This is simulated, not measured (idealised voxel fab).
Proc. module: voxel spacer lines
The cross-section shown here is cut; it is 235 nm wide and divided into square cells measuring 5 nm on a side.
Reading order for cross-sections: top band down to bottom band. Underlying form: a grid of square cells. Band size: one or more rows of cells. Read a band's entry like this: the first values are the height of its top and the height of its bottom in nm, and what follows is the sequence of materials from left to right, each with its width in nm. Note that "air" is empty space, and that a single material marked "throughout" reaches across the band from edge to edge. It should be noted that heights are counted from 0, beneath which the wafer as supplied is of one material throughout, and that the lowest band possesses no lower boundary but continues downward, as written in "0 and below". A width given as "30..40" starts at the first number in the band's top row and ends at the second number in its bottom row, shifting by an equal amount at every step from row to row. Step marked "remains unaltered"? Then no cell in the cross-section changed in it. What "Enclosed void list" gives you is every empty space of 8 cells or more that is cut off from the top. Each appears as width x height at distance, with the distance taken from the left edge and width, height and distance all in nm. Note: text after step settings on the step line = simulator remark on that step. A step's line can hold "overlay nm"; with a mask on that step, the setting says how far right of the planned place the mask lay, while a negative setting says it lay to the left.

The following list gives the planned process steps
- 1: RECEIVE, material Si
- 2: CONFORMAL_DEP, material Al2O3, thk nm 5
- 3: DIRECTIONAL_DEP, material polySi, thk nm 10
- 4: DIRECTIONAL_DEP, material aC, thk nm 30
- 5: PATTERN, tone cover, mask id MANDREL, material resist, width nm 15, pitch nm 50, thk nm 35, overlay nm 0
- 6: DIRECTIONAL_ETCH, etch materials aC, depth nm 30
- 7: STRIP, etch materials resist
- 8: CONFORMAL_DEP, material SiO2, thk nm 10
- 9: DIRECTIONAL_ETCH, etch materials SiO2, depth nm 10
- 10: STRIP, etch materials aC
- 11: DIRECTIONAL_ETCH, etch materials polySi, depth nm 10
- 12: STRIP, etch materials SiO2

The cross-section here shows the wafer as received, i.e. in its state after step 1
- 0 and below | Si throughout
- Enclosed void list: none

Sectioned view, first of two wafers, at the close of the module, processed as intended in the plan
- 15 down to 5 | 75 air; 10 polySi; 15 air; 10 polySi; 15 air; 10 polySi; 15 air; 10 polySi; 75 air
- 5 down to 0 | Al2O3 throughout
- 0 and below | Si throughout
- Enclosed void list: none

What the second wafer looks like in cross-section once the module is done. Its start and its plan matched the first wafer's exactly; what differed was one mistake in how it was run
- 15 down to 5 | 85 air; 15 polySi; 35 air; 15 polySi; 85 air
- 5 down to 0 | Al2O3 throughout
- 0 and below | Si throughout
- Enclosed void list: none
What was done differently from what was planned? note that step 5 departed from the planned setting and was carried out as PATTERN, tone open, mask id MANDREL, material resist, width nm 15, pitch nm 50, thk nm 35, overlay nm 0
Count the cells at the end and the second wafer has more or fewer of some materials than the first: -4 polySi
